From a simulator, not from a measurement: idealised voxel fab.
This section sets out a process module, namely voxel transistor to metal.
We display cut, a cross-section 265 nm in width whose square cells are each 5 nm.
If you're reading a cross-section in this doc, picture square cells in a grid; it comes to you as bands, top ones listed first down to the bottom, and a band can be one or more rows of cells. Band entry format. Leading values: height of top, height of bottom, nm. Remainder: materials in left-to-right order, each with its width in nm. Special words: "throughout" on a single material, which then fills the band edge to edge; "blank", empty space. Below 0: as-received wafer, all one material; heights counted from there. Lowest band: no bottom, goes on down, written "0 -> down". When a width is written as two numbers, as in "30->40", the first number is the width in the top row of cells of the band and the second is the width in its bottom row, and the width changes by the same amount from each row to the next. It should be understood that the words "nothing got changed", when stated for a given step, signify that the cross-section underwent no change in any of its cells during that step. Basically, "Sealed internal cavities" tells you about the enclosed voids: empty spaces with no open way to the top, 8 cells or bigger, each written width x height at distance, where distance is from the left edge, all in nm. The remark found on a step's line after its settings is issued by the simulator itself and pertains to that step. The line of a step may include "overlay nm". On a step with a mask, this value is how far to the right of its planned place the mask lay. A negative value means the mask lay to the left.
[Listed below are the process steps as planned]
1: RECEIVE [material Si]
2: CONFORMAL_DEP [material SiO2] [thk nm 5]
3: CONFORMAL_DEP [material SiN] [thk nm 15]
4: MASKED_ETCH [tone cover] [mask id ACTIVE] [width nm 100] [pitch nm 125] [etch materials SiN] [depth nm 15] [overlay nm 0]
5: MASKED_ETCH [tone cover] [mask id ACTIVE] [width nm 100] [pitch nm 125] [etch materials SiO2] [depth nm 5] [overlay nm 0]
6: MASKED_ETCH [tone cover] [mask id ACTIVE] [width nm 100] [pitch nm 125] [etch materials Si] [depth nm 35] [overlay nm 0]
7: OXIDIZE [depth nm 5]
8: FILL_DEP [material SiO2] [thk nm 5]
9: CMP [height nm 20]
10: SELECTIVE_ETCH [etch materials SiO2] [depth nm 15]
11: STRIP [etch materials SiN]
12: SELECTIVE_ETCH [etch materials SiO2] [depth nm 5]
13: OXIDIZE [depth nm 5]
14: DIRECTIONAL_DEP [material polySi] [thk nm 20]
15: DIRECTIONAL_DEP [material SiCN] [thk nm 15]
16: MASKED_ETCH [tone cover] [mask id GATE] [width nm 20] [pitch nm 125] [etch materials SiCN] [depth nm 25] [overlay nm 0]
17: MASKED_ETCH [tone cover] [mask id GATE] [width nm 20] [pitch nm 125] [etch materials polySi] [depth nm 30] [overlay nm 0]
18: CONFORMAL_DEP [material SiN] [thk nm 10]
19: DIRECTIONAL_ETCH [etch materials SiN] [depth nm 10]
20: DIRECTIONAL_ETCH [etch materials SiO2] [depth nm 5]
21: EPI [material pSi] [thk nm 5]
22: FILL_DEP [material SiO2] [thk nm 5]
23: CMP [height nm 35]
24: DIRECTIONAL_DEP [material SiO2] [thk nm 15]
25: DIRECTIONAL_DEP [material aC] [thk nm 10]
26: PATTERN [tone open] [mask id CONTACT] [material resist] [width nm 30] [thk nm 25] [overlay nm 0]
27: DIRECTIONAL_ETCH [etch materials aC] [depth nm 10]
28: STRIP [etch materials resist]
29: DIRECTIONAL_ETCH [etch materials SiO2] [depth nm 50]
30: STRIP [etch materials aC]
31: CONFORMAL_DEP [material TiN] [thk nm 5]
32: FILL_DEP [material Ru] [thk nm 10]
33: CMP [height nm 50]
34: DIRECTIONAL_DEP [material TiN] [thk nm 5]
35: DIRECTIONAL_DEP [material Ru] [thk nm 20]
36: PATTERN [tone cover] [mask id METAL_1] [material resist] [width nm 15] [thk nm 15] [overlay nm 0]
37: DIRECTIONAL_ETCH [etch materials Ru] [depth nm 20]
38: DIRECTIONAL_ETCH [etch materials TiN] [depth nm 5]
39: STRIP [etch materials resist]
40: FILL_DEP [material SiO2] [thk nm 5]
41: CMP [height nm 75]
42: CONFORMAL_DEP [material SiCN] [thk nm 5]
43: DIRECTIONAL_DEP [material SiO2] [thk nm 35]
44: DIRECTIONAL_DEP [material aC] [thk nm 15]
45: PATTERN [tone open] [mask id METAL_2] [material resist] [width nm 15] [pitch nm 125] [thk nm 30] [overlay nm 0]
46: DIRECTIONAL_ETCH [etch materials aC] [depth nm 15]
47: STRIP [etch materials resist]
48: DIRECTIONAL_ETCH [etch materials SiO2] [depth nm 20]
49: STRIP [etch materials aC]
50: DIRECTIONAL_DEP [material aC] [thk nm 10]
51: PATTERN [tone open] [mask id METAL_2_HOLES] [material resist] [width nm 15] [pitch nm 125] [thk nm 25] [overlay nm 0]
52: DIRECTIONAL_ETCH [etch materials aC] [depth nm 10]
53: STRIP [etch materials resist]
54: DIRECTIONAL_ETCH [etch materials SiO2] [depth nm 15]
55: DIRECTIONAL_ETCH [etch materials SiCN] [depth nm 5]
56: STRIP [etch materials aC]
57: CONFORMAL_DEP [material TiN] [thk nm 5]
58: FILL_DEP [material Cu] [thk nm 10]
59: CMP [height nm 115]
60: CONFORMAL_DEP [material SiCN] [thk nm 5]
Keep in mind the plan's value for the depth nm of step 38 comes from the first wafer; the wafers don't share that setting, but they do share the same starting point.
[Cut through the first of several wafers as received, post step 1]
    0 -> down  Si throughout
    Sealed internal cavities: none
[Post step 60, the closing step of the module: first of several wafers, cross-sectioned]
    120 -> 115  SiCN throughout
    115 -> 80  SiO2 25 nm, then TiN 5 nm, then Cu 5 nm, then TiN 5 nm, then SiO2 110 nm, then TiN 5 nm, then Cu 5 nm, then TiN 5 nm, then SiO2 100 nm
    80 -> 75  SiCN 25 nm, then TiN 15 nm, then SiCN 110 nm, then TiN 15 nm, then SiCN 100 nm
    75 -> 55  SiO2 25 nm, then Ru 15 nm, then SiO2 60 nm, then Ru 15 nm, then SiO2 35 nm, then Ru 15 nm, then SiO2 60 nm, then Ru 15 nm, then SiO2 25 nm
    55 -> 50  SiO2 25 nm, then TiN 15 nm, then SiO2 60 nm, then TiN 15 nm, then SiO2 35 nm, then TiN 15 nm, then SiO2 60 nm, then TiN 15 nm, then SiO2 25 nm
    50 -> 40  SiO2 25 nm, then TiN 5 nm, then Ru 20 nm, then TiN 5 nm, then SiO2 30 nm, then TiN 5 nm, then Ru 20 nm, then TiN 5 nm, then SiO2 35 nm, then TiN 5 nm, then Ru 20 nm, then TiN 5 nm, then SiO2 30 nm, then TiN 5 nm, then Ru 20 nm, then TiN 5 nm, then SiO2 25 nm
    40 -> 35  SiO2 25 nm, then TiN 5 nm, then Ru 15 nm, then TiN 10 nm, then SiO2 30 nm, then TiN 10 nm, then Ru 15 nm, then TiN 5 nm, then SiO2 35 nm, then TiN 5 nm, then Ru 15 nm, then TiN 10 nm, then SiO2 30 nm, then TiN 10 nm, then Ru 15 nm, then TiN 5 nm, then SiO2 25 nm
    35 -> 20  SiO2 25 nm, then TiN 5 nm, then Ru 15 nm, then TiN 5 nm, then SiN 10 nm, then SiCN 20 nm, then SiN 10 nm, then TiN 5 nm, then Ru 15 nm, then TiN 5 nm, then SiO2 35 nm, then TiN 5 nm, then Ru 15 nm, then TiN 5 nm, then SiN 10 nm, then SiCN 20 nm, then SiN 10 nm, then TiN 5 nm, then Ru 15 nm, then TiN 5 nm, then SiO2 25 nm
    20 -> 5  SiO2 25 nm, then TiN 5 nm, then Ru 15 nm, then TiN 5 nm, then SiN 10 nm, then polySi 20 nm, then SiN 10 nm, then TiN 5 nm, then Ru 15 nm, then TiN 5 nm, then SiO2 35 nm, then TiN 5 nm, then Ru 15 nm, then TiN 5 nm, then SiN 10 nm, then polySi 20 nm, then SiN 10 nm, then TiN 5 nm, then Ru 15 nm, then TiN 5 nm, then SiO2 25 nm
    5 -> 0  SiO2 25 nm, then TiN 25 nm, then SiN 10 nm, then polySi 20 nm, then SiN 10 nm, then TiN 25 nm, then SiO2 35 nm, then TiN 25 nm, then SiN 10 nm, then polySi 20 nm, then SiN 10 nm, then TiN 25 nm, then SiO2 25 nm
    0 -> -5  SiO2 20 nm, then pSi 30 nm, then SiO2 40 nm, then pSi 30 nm, then SiO2 25 nm, then pSi 30 nm, then SiO2 40 nm, then pSi 30 nm, then SiO2 20 nm
    -5 -> -40  SiO2 25 nm, then Si 90 nm, then SiO2 35 nm, then Si 90 nm, then SiO2 25 nm
    -40 -> down  Si throughout
    Sealed internal cavities: none
[Cross-sectional view of the final wafer of several at the module's end]
    120 -> 115  SiCN throughout
    115 -> 80  SiO2 25 nm, then TiN 5 nm, then Cu 5 nm, then TiN 5 nm, then SiO2 110 nm, then TiN 5 nm, then Cu 5 nm, then TiN 5 nm, then SiO2 100 nm
    80 -> 75  SiCN 25 nm, then TiN 15 nm, then SiCN 110 nm, then TiN 15 nm, then SiCN 100 nm
    75 -> 55  SiO2 25 nm, then Ru 15 nm, then SiO2 60 nm, then Ru 15 nm, then SiO2 35 nm, then Ru 15 nm, then SiO2 60 nm, then Ru 15 nm, then SiO2 25 nm
    55 -> 50  SiO2 25 nm, then TiN 15 nm, then SiO2 60 nm, then TiN 15 nm, then SiO2 35 nm, then TiN 15 nm, then SiO2 60 nm, then TiN 15 nm, then SiO2 25 nm
    50 -> 40  SiO2 25 nm, then TiN 5 nm, then Ru 20 nm, then SiO2 40 nm, then Ru 20 nm, then TiN 5 nm, then SiO2 35 nm, then TiN 5 nm, then Ru 20 nm, then SiO2 40 nm, then Ru 20 nm, then TiN 5 nm, then SiO2 25 nm
    40 -> 35  SiO2 25 nm, then TiN 5 nm, then Ru 15 nm, then TiN 5 nm, then SiO2 40 nm, then TiN 5 nm, then Ru 15 nm, then TiN 5 nm, then SiO2 35 nm, then TiN 5 nm, then Ru 15 nm, then TiN 5 nm, then SiO2 40 nm, then TiN 5 nm, then Ru 15 nm, then TiN 5 nm, then SiO2 25 nm
    35 -> 20  SiO2 25 nm, then TiN 5 nm, then Ru 15 nm, then TiN 5 nm, then SiN 10 nm, then SiCN 20 nm, then SiN 10 nm, then TiN 5 nm, then Ru 15 nm, then TiN 5 nm, then SiO2 35 nm, then TiN 5 nm, then Ru 15 nm, then TiN 5 nm, then SiN 10 nm, then SiCN 20 nm, then SiN 10 nm, then TiN 5 nm, then Ru 15 nm, then TiN 5 nm, then SiO2 25 nm
    20 -> 5  SiO2 25 nm, then TiN 5 nm, then Ru 15 nm, then TiN 5 nm, then SiN 10 nm, then polySi 20 nm, then SiN 10 nm, then TiN 5 nm, then Ru 15 nm, then TiN 5 nm, then SiO2 35 nm, then TiN 5 nm, then Ru 15 nm, then TiN 5 nm, then SiN 10 nm, then polySi 20 nm, then SiN 10 nm, then TiN 5 nm, then Ru 15 nm, then TiN 5 nm, then SiO2 25 nm
    5 -> 0  SiO2 25 nm, then TiN 25 nm, then SiN 10 nm, then polySi 20 nm, then SiN 10 nm, then TiN 25 nm, then SiO2 35 nm, then TiN 25 nm, then SiN 10 nm, then polySi 20 nm, then SiN 10 nm, then TiN 25 nm, then SiO2 25 nm
    0 -> -5  SiO2 20 nm, then pSi 30 nm, then SiO2 40 nm, then pSi 30 nm, then SiO2 25 nm, then pSi 30 nm, then SiO2 40 nm, then pSi 30 nm, then SiO2 20 nm
    -5 -> -40  SiO2 25 nm, then Si 90 nm, then SiO2 35 nm, then Si 90 nm, then SiO2 25 nm
    -40 -> down  Si throughout
    Sealed internal cavities: none
[Quick key for the table: a row per wafer, taken at the end of the module. For each material it tells you how many cells the wafer gained (+) or lost (-) since it came in, and the closed voids come after]
depth nm 5 | +14 Cu | +164 Ru | -172 Si | +124 SiCN | +56 SiN | +888 SiO2 | +142 TiN | +24 pSi | +32 polySi | Sealed internal cavities: none
depth nm 10 | +14 Cu | +164 Ru | -172 Si | +124 SiCN | +56 SiN | +892 SiO2 | +138 TiN | +24 pSi | +32 polySi | Sealed internal cavities: none
depth nm 15 | +14 Cu | +164 Ru | -172 Si | +124 SiCN | +56 SiN | +896 SiO2 | +134 TiN | +24 pSi | +32 polySi | Sealed internal cavities: none
depth nm 20 | +14 Cu | +164 Ru | -172 Si | +124 SiCN | +56 SiN | +900 SiO2 | +130 TiN | +24 pSi | +32 polySi | Sealed internal cavities: none
